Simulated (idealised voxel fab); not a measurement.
The document below concerns the process module designated voxel transistor to metal.
In the cross-section labelled cut, the width is 285 nm and each square cell is 5 nm.
Cross-section format: a grid of square cells, given as bands from top to bottom; each band is one or more rows of cells. Per band: top height and bottom height in nm, followed by the left-to-right materials and their widths in nm; "all across" marks a single material spanning edge to edge, "air" marks empty space. Heights from 0 (as-received wafer is one material below). Bottom band endless downward, as "0 nm and below". You'd read "30 to 40" like this: the band's top row of cells is as wide as the first number, its bottom row is as wide as the second, and going down, every row changes width by the same amount as the row before did. Step note "everything unchanged" = no cross-section cell changed. Each empty space that has no open way to the top and spans at least 8 cells appears under "Closed-off voids" as width x height at distance, the distance counted from the left edge, all in nm. Post-settings text on a step line: simulator's own remark regarding the step. overlay nm: mask offset rightward from planned place, masked step; negative means leftward offset.
**Steps in the process plan**
| 1 | RECEIVE with material Si |
| 2 | OXIDIZE with depth nm 5 |
| 3 | CONFORMAL_DEP with material SiN, thk nm 10 |
| 4 | MASKED_ETCH with tone cover, mask id ACTIVE, width nm 110, pitch nm 140, etch materials SiN, depth nm 10, overlay nm 0 |
| 5 | MASKED_ETCH with tone cover, mask id ACTIVE, width nm 110, pitch nm 140, etch materials SiO2, depth nm 5, overlay nm 0 |
| 6 | MASKED_ETCH with tone cover, mask id ACTIVE, width nm 110, pitch nm 140, etch materials Si, depth nm 25, overlay nm 0 |
| 7 | OXIDIZE with depth nm 5 |
| 8 | FILL_DEP with material SiO2, thk nm 5 |
| 9 | CMP with height nm 10 |
| 10 | SELECTIVE_ETCH with etch materials SiO2, depth nm 10 |
| 11 | STRIP with etch materials SiN |
| 12 | SELECTIVE_ETCH with etch materials SiO2, depth nm 5 |
| 13 | OXIDIZE with depth nm 5 |
| 14 | DIRECTIONAL_DEP with material polySi, thk nm 30 |
| 15 | DIRECTIONAL_DEP with material SiCN, thk nm 15 |
| 16 | DIRECTIONAL_DEP with material aC, thk nm 15 |
| 17 | PATTERN with tone cover, mask id GATE, material resist, width nm 20, pitch nm 140, thk nm 30, overlay nm 0 |
| 18 | DIRECTIONAL_ETCH with etch materials aC, depth nm 15 |
| 19 | STRIP with etch materials resist |
| 20 | DIRECTIONAL_ETCH with etch materials SiCN, depth nm 25 |
| 21 | DIRECTIONAL_ETCH with etch materials polySi, depth nm 40 |
| 22 | STRIP with etch materials aC |
| 23 | CONFORMAL_DEP with material SiO2, thk nm 5 |
| 24 | DIRECTIONAL_ETCH with etch materials SiO2, depth nm 5 |
| 25 | CONFORMAL_DEP with material SiN, thk nm 5 |
| 26 | DIRECTIONAL_ETCH with etch materials SiN, depth nm 5 |
| 27 | DIRECTIONAL_ETCH with etch materials SiO2, depth nm 5 |
| 28 | EPI with material pSi, thk nm 5 |
| 29 | FILL_DEP with material SiO2, thk nm 10 |
| 30 | CMP with height nm 40 |
| 31 | DIRECTIONAL_DEP with material SiO2, thk nm 15 |
| 32 | PATTERN with tone open, mask id CONTACT, material resist, width nm 20, pitch nm 70, thk nm 20, overlay nm 0 |
| 33 | DIRECTIONAL_ETCH with etch materials SiO2, depth nm 60 |
| 34 | STRIP with etch materials resist |
| 35 | CONFORMAL_DEP with material TiN, thk nm 5 |
| 36 | FILL_DEP with material W, thk nm 5 |
| 37 | CMP with height nm 55 |
| 38 | CONFORMAL_DEP with material SiCN, thk nm 5 |
| 39 | DIRECTIONAL_DEP with material SiO2, thk nm 20 |
| 40 | PATTERN with tone open, mask id METAL_1, material resist, width nm 20, pitch nm 70, thk nm 15, overlay nm 0 |
| 41 | DIRECTIONAL_ETCH with etch materials SiO2, depth nm 20 |
| 42 | DIRECTIONAL_ETCH with etch materials SiCN, depth nm 5 |
| 43 | STRIP with etch materials resist |
| 44 | CONFORMAL_DEP with material TiN, thk nm 5 |
| 45 | FILL_DEP with material Cu, thk nm 10 |
| 46 | CMP with height nm 80 |
| 47 | CONFORMAL_DEP with material SiN, thk nm 5 |
Among the wafers covered here, the point of difference is the depth nm at step 6; their starting state is shared, and the plan presents the value of the first wafer.
**Received condition of the first of several wafers, sectioned: post-step 1**
> 0 nm and below | Si all across
> Closed-off voids: none
**wafer rows; end of module; cells per material since receipt: (+) gained, (-) lost; then closed voids**
depth nm 25; +32 Cu; -199 Si; +65 SiCN; +93 SiN; +662 SiO2; +152 TiN; +88 W; +28 pSi; +48 polySi; Closed-off voids: none
depth nm 30; +32 Cu; -216 Si; +65 SiCN; +93 SiN; +679 SiO2; +152 TiN; +88 W; +28 pSi; +48 polySi; Closed-off voids: none
depth nm 35; +32 Cu; -233 Si; +65 SiCN; +93 SiN; +696 SiO2; +152 TiN; +88 W; +28 pSi; +48 polySi; Closed-off voids: none
depth nm 40; +32 Cu; -250 Si; +65 SiCN; +93 SiN; +713 SiO2; +152 TiN; +88 W; +28 pSi; +48 polySi; Closed-off voids: none
depth nm 45; +32 Cu; -267 Si; +65 SiCN; +93 SiN; +730 SiO2; +152 TiN; +88 W; +28 pSi; +48 polySi; Closed-off voids: none
depth nm 50; +32 Cu; -284 Si; +65 SiCN; +93 SiN; +747 SiO2; +152 TiN; +88 W; +28 pSi; +48 polySi; Closed-off voids: none
